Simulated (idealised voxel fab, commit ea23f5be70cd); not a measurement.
Process module under the name voxel double patterning
We display cut, a cross-section 260 nm in width whose square cells are each 5 nm.
Cross-section spec: square-cell grid; bands listed top down; each band is one or more rows. What a band's entry tells you: where the top is and where the bottom is, as heights in nm, and after that what lies inside, material by material from left to right, each with its width in nm. Empty space is written as the word "blank", and a single material marked with the word "throughout" occupies the band from edge to edge. Heights are reckoned from 0. Under this level, the received wafer is all of one material. The bottommost band is open-ended downward, for example "0 and below". The width entry "30 to 40" should be interpreted row by row: the top row of cells in the band takes the first number, the bottom row takes the second number, and the change between adjacent rows is uniform throughout. Where a step carries "nothing changed", the cross-section came out of it unchanged, cell for cell. The list in "Internal closed voids" covers empty spaces of 8 cells or more that cannot reach the top through any open way, and it gives each as width x height at distance; the distance is from the left edge, and width, height and distance are in nm. Whatever follows a step's settings on its line is a remark the simulator itself makes about that step. What "overlay nm" on a step's line means: if the step has a mask, that mask lay this far to the right of its planned place, or, when the value is negative, to the left.

[These are the steps we planned for the process]
- 1: RECEIVE [material Si]
- 2: CONFORMAL_DEP [material SiO2] [thk nm 10]
- 3: DIRECTIONAL_DEP [material TiN] [thk nm 15]
- 4: DIRECTIONAL_DEP [material SiCN] [thk nm 5]
- 5: MASKED_ETCH [tone open] [mask id FIRST] [width nm 15] [pitch nm 50] [etch materials SiCN] [depth nm 5] [overlay nm 0]
- 6: DIRECTIONAL_DEP [material aC] [thk nm 15]
- 7: PATTERN [tone open] [mask id SECOND] [material resist] [width nm 15] [pitch nm 50] [thk nm 35] [overlay nm 0]
- 8: DIRECTIONAL_ETCH [etch materials aC] [depth nm 15]
- 9: STRIP [etch materials resist]
- 10: DIRECTIONAL_ETCH [etch materials SiCN] [depth nm 5]
- 11: STRIP [etch materials aC]
- 12: DIRECTIONAL_ETCH [etch materials TiN] [depth nm 15]
- 13: STRIP [etch materials SiCN]

[Wafer as received: cross-section following step 1]
    0 and below: Si throughout
    Internal closed voids: none

[Cross-section: first of two wafers, module finished, run according to plan]
    25 down to 10: 70 nm TiN  15 nm blank  10 nm TiN  15 nm blank  10 nm TiN  15 nm blank  10 nm TiN  15 nm blank  10 nm TiN  15 nm blank  75 nm TiN
    10 down to 0: SiO2 throughout
    0 and below: Si throughout
    Internal closed voids: none

[Wafer two, sectioned after the module: the first wafer's start, the first wafer's plan, and one mistake in how it was run]
    20 down to 5: 70 nm TiN  15 nm blank  10 nm TiN  15 nm blank  10 nm TiN  15 nm blank  10 nm TiN  15 nm blank  10 nm TiN  15 nm blank  75 nm TiN
    5 down to 0: SiO2 throughout
    0 and below: Si throughout
    Internal closed voids: none
Short version of what went wrong: step 2 went in with a setting other than planned; the actual run was CONFORMAL_DEP [material SiO2] [thk nm 5]
Counted in cells at the end, the second wafer holds more or fewer of these materials than the first: -52 SiO2
